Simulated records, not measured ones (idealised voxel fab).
Process module in this document: voxel released beams
FYI the section here is cut, 165 nm wide, cells are 5 nm squares.
A cross-section in this document is a grid of square cells, and it is written down as bands, the top band listed before the ones below it; a band is made up of one or more rows of cells. A band entry consists of two parts. The first gives the height of the band's top and the height of its bottom, in nm. The rest lists the band's materials from left to right, each with its width in nm. A single material labelled with the word "throughout" fills the band from edge to edge, and the word "blank" marks empty space. Ref level 0: as-received wafer is one material below here. Bottom band extends down with no lower bound ("from 0 down"). Graded width ("30->40"): value in top row of band = first number; value in bottom row = second number; row-to-row change constant. Basically "left unchanged" means that step didn't change any cell in the cross-section. "Completely sealed voids": empty spaces of 8 cells or more with no open way to the top, each given as width x height at distance, distance from the left edge, all in nm. It should be noted that, on the line of a given step, the content following the step's settings is a remark produced by the simulator itself with respect to that step. Each step line may optionally specify "overlay nm", which for a step with a mask gives the rightward distance between the mask's planned place and where it lay, a negative value indicating the leftward direction.

Steps in the process plan
| 1 | RECEIVE: material Si |
| 2 | CONFORMAL_DEP: material SiN, thk nm 5 |
| 3 | DIRECTIONAL_DEP: material SiO2, thk nm 20 |
| 4 | MASKED_ETCH: tone open, mask id ANCHOR, width nm 25, etch materials SiO2, depth nm 20, overlay nm 0 |
| 5 | CONFORMAL_DEP: material polySi, thk nm 15 |
| 6 | MASKED_ETCH: tone cover, mask id BEAM, width nm 95, etch materials polySi, depth nm 15, overlay nm 0 |
| 7 | STRIP: etch materials SiO2 |
Among the wafers covered here, the point of difference is the width nm at step 4; their starting state is shared, and the plan presents the value of the first wafer.

So this is the first of several wafers, cross-sectioned as it came to us, meaning it's at the end of step 1
- from 0 down = Si throughout
- Completely sealed voids: none

Once step 7, the last step, is complete, the module is at its end; this is the cross-section of the first of several wafers
- from 40 to 25 = blank (30), then polySi (95), then blank (40)
- from 25 to 5 = blank (40), then polySi (25), then blank (100)
- from 5 to 0 = SiN throughout
- from 0 down = Si throughout
- Completely sealed voids: none

Cross-section of the final wafer among several, taken at the end of the module
- from 40 to 25 = blank (30), then polySi (15), then blank (20), then polySi (60), then blank (40)
- from 25 to 20 = blank (30), then polySi (15), then blank (20), then polySi (15), then blank (85)
- from 20 to 5 = blank (30), then polySi (50), then blank (85)
- from 5 to 0 = SiN throughout
- from 0 down = Si throughout
- Completely sealed voids: none

Per wafer (row), end of module: delta in cells per material since receipt, (+) for gained, (-) for lost; closed voids after that
width nm 25, +33 SiN, +77 polySi, Completely sealed voids: none
width nm 30, +33 SiN, +81 polySi, Completely sealed voids: none
width nm 35, +33 SiN, +81 polySi, Completely sealed voids: none
width nm 40, +33 SiN, +81 polySi, Completely sealed voids: none
width nm 45, +33 SiN, +81 polySi, Completely sealed voids: none
width nm 50, +33 SiN, +81 polySi, Completely sealed voids: none
